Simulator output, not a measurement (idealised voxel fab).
Process module, titled voxel local oxidation
Cross-sectional view cut (width: 255 nm; square cell size: 5 nm).
How to read a cross-section here: the picture is a grid of square cells, written as bands going from the top down, and any band can span one or more rows of cells.
Top height, bottom height, nm. Materials left to right, width each, nm. Single material + "full width" = fills band edge to edge. "blank" = empty.
Where do heights start? At 0: under that level the wafer as delivered is made of one material only. And the lowest band has no floor; it just carries on downward, as in "0 and below".
Graded width ("30..40"): value in top row of band = first number; value in bottom row = second number; row-to-row change constant.
For the purposes of this document, the phrase "everything unchanged" attached to a step denotes that no cell within the cross-section was modified by that step.
In "Fully enclosed voids" the enclosed voids are listed, meaning empty spaces of 8 cells or larger without any opening to the top. The form is width x height at distance, distance from the left edge, units nm.
Past the settings on a step's line: simulator remark, on that step.
Regarding "overlay nm": on a step with a mask, it is the distance the mask lay to the right of its planned place; a negative value places it to the left.

Process steps (planned):
1,RECEIVE [material Si]
2,CONFORMAL_DEP [material SiO2] [thk nm 5]
3,CONFORMAL_DEP [material SiN] [thk nm 15]
4,PATTERN [tone cover] [mask id ACTIVE] [material resist] [width nm 105] [thk nm 15] [overlay nm 0]
5,DIRECTIONAL_ETCH [etch materials SiN] [depth nm 15]
6,STRIP [etch materials resist]
7,SELECTIVE_ETCH [etch materials SiO2] [depth nm 5]
8,OXIDIZE [depth nm 10]
9,STRIP [etch materials SiN]

as received, after step 1:
    0 and below = Si full width
    Fully enclosed voids: none

As-planned run: cross-section of the first of two wafers at end of module:
    5 down to 0 = 80 nm blank | 95 nm SiO2 | 80 nm blank
    0 down to -10 = 90 nm SiO2 | 75 nm Si | 90 nm SiO2
    -10 and below = Si full width
    Fully enclosed voids: none

End-of-module cross-section of the second wafer: identical starting point and process plan to the first, with one processing mistake:
    0 down to -10 = 85 nm SiO2 | 85 nm Si | 85 nm SiO2
    -10 and below = Si full width
    Fully enclosed voids: none
Which mistake was made when the wafer was run? it should be noted that step 2 of the plan was omitted and was not performed
Final wafer comparison in cells, second versus first, more or fewer per material: Si: 4 more | SiO2: 23 fewer
